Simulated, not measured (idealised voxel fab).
Module name: voxel ribs on slabs (process module)
Each square cell in cross-section cut measures 5 nm, and the section as a whole is 190 nm wide.
When this document writes out a cross-section, it uses a grid of square cells and lists it as bands, beginning at the top and moving down, with a band standing for one or more rows of cells.
What a band's entry tells you: where the top is and where the bottom is, as heights in nm, and after that what lies inside, material by material from left to right, each with its width in nm. Empty space is written as the word "air", and a single material marked with the word "full width" occupies the band from edge to edge.
The reference from which all heights are counted is 0, the level beneath which the as-received wafer is entirely one material; the lowest band, having no lower bound, proceeds downward and is written after the example "top 0, no bottom".
So if you see something like "30 to 40" for the width, read it as the top row of the band sitting at the first number and the bottom row at the second, with every row in between moving by the same amount as the last.
When a step is marked "nothing altered", none of the cells in the cross-section changed during that step.
Listed in "Enclosed void list": every empty space of 8 or more cells without an open way to the top. Form: width x height at distance, the distance being from the left edge, all in nm.
Where a step's line continues beyond its settings, the continuation is a remark by the simulator itself on that step.
A step line may carry the setting "overlay nm", which, for steps involving a mask, states the distance by which the mask lay to the right of its intended position; negative values denote displacement to the left.
plan
step 1: RECEIVE: material Si
step 2: DIRECTIONAL_DEP: material SiO2, thk nm 30
step 3: DIRECTIONAL_DEP: material polySi, thk nm 20
step 4: PATTERN: tone cover, mask id RIB, material resist, width nm 30, thk nm 20, overlay nm 0
step 5: DIRECTIONAL_ETCH: etch materials polySi, depth nm 15
step 6: STRIP: etch materials resist
step 7: PATTERN: tone cover, mask id SLAB, material resist, width nm 80, thk nm 15, overlay nm 0
step 8: DIRECTIONAL_ETCH: etch materials polySi, depth nm 5
step 9: STRIP: etch materials resist
step 10: FILL_DEP: material SiO2, thk nm 20
step 11: CMP: height nm 60
step 12: DIRECTIONAL_DEP: material W, thk nm 5
step 13: MASKED_ETCH: tone cover, mask id HEATER, width nm 40, etch materials W, depth nm 5, overlay nm 0
step 14: CONFORMAL_DEP: material SiO2, thk nm 5
The first of a set of two wafers, run to plan
Wafer cross-section on receipt, i.e. after step 1
> top 0, no bottom | Si full width
> Enclosed void list: none
After step 2: wafer cross-section
> top 30, bottom 0 | SiO2 full width
> No changes below 0.
After step 3: wafer cross-section
> top 50, bottom 30 | polySi full width
> No changes below 30.
After step 4: wafer cross-section
> top 70, bottom 50 | air 80 nm; resist 30 nm; air 80 nm
> No changes below 50.
After step 5: wafer cross-section
> top 70, bottom 50 | air 80 nm; resist 30 nm; air 80 nm
> top 50, bottom 35 | air 80 nm; polySi 30 nm; air 80 nm
> No changes below 35.
After step 6: wafer cross-section
> top 50, bottom 35 | air 80 nm; polySi 30 nm; air 80 nm
> No changes below 35.
After step 7: wafer cross-section
> top 65, bottom 50 | air 55 nm; resist 80 nm; air 55 nm
> top 50, bottom 35 | air 55 nm; resist 25 nm; polySi 30 nm; resist 25 nm; air 55 nm
> No changes below 35.
After step 8: wafer cross-section
> top 65, bottom 50 | air 55 nm; resist 80 nm; air 55 nm
> top 50, bottom 35 | air 55 nm; resist 25 nm; polySi 30 nm; resist 25 nm; air 55 nm
> top 35, bottom 30 | air 55 nm; polySi 80 nm; air 55 nm
> No changes below 30.
After step 9: wafer cross-section
> top 50, bottom 35 | air 80 nm; polySi 30 nm; air 80 nm
> No changes below 35.
After step 10: wafer cross-section
> top 70, bottom 50 | SiO2 full width
> top 50, bottom 35 | SiO2 80 nm; polySi 30 nm; SiO2 80 nm
> top 35, bottom 30 | SiO2 55 nm; polySi 80 nm; SiO2 55 nm
> No changes below 30.
After step 11: wafer cross-section
> top 60, bottom 50 | SiO2 full width
> No changes below 50.
After step 12: wafer cross-section
> top 65, bottom 60 | W full width
> No changes below 60.
After step 13: wafer cross-section
> top 65, bottom 60 | air 75 nm; W 40 nm; air 75 nm
> No changes below 60.
After step 14: wafer cross-section
> top 70, bottom 65 | air 70 nm; SiO2 50 nm; air 70 nm
> top 65, bottom 60 | SiO2 75 nm; W 40 nm; SiO2 75 nm
> No changes below 60.
Here the second wafer is described. Its start and its plan were those of the first wafer. Its run contained one mistake. Up to and including step 9, it did exactly what the first wafer did
Cross-section of the second wafer when, according to plan, step 10 should have finished
> top 70, bottom 50 | W full width
> top 50, bottom 35 | W 80 nm; polySi 30 nm; W 80 nm
> top 35, bottom 30 | W 55 nm; polySi 80 nm; W 55 nm
> No changes below 30.
Cross-section of the second wafer when, according to plan, step 11 should have finished
> top 60, bottom 50 | W full width
> No changes below 50.
Cross-section of the second wafer when, according to plan, step 12 should have finished
> top 65, bottom 50 | W full width
> No changes below 50.
Cross-section of the second wafer when, according to plan, step 13 should have finished
> top 65, bottom 60 | air 75 nm; W 40 nm; air 75 nm
> No changes below 60.
Cross-section of the second wafer when, according to plan, step 14 should have finished
> top 70, bottom 65 | air 70 nm; SiO2 50 nm; air 70 nm
> top 65, bottom 60 | SiO2 75 nm; W 40 nm; SiO2 75 nm
> No changes below 60.
Plan not followed: note that step 10 departed from the planned setting and was carried out as FILL_DEP: material W, thk nm 20
Final cells, second wafer relative to first, materials higher or lower: SiO2 -194, W +194
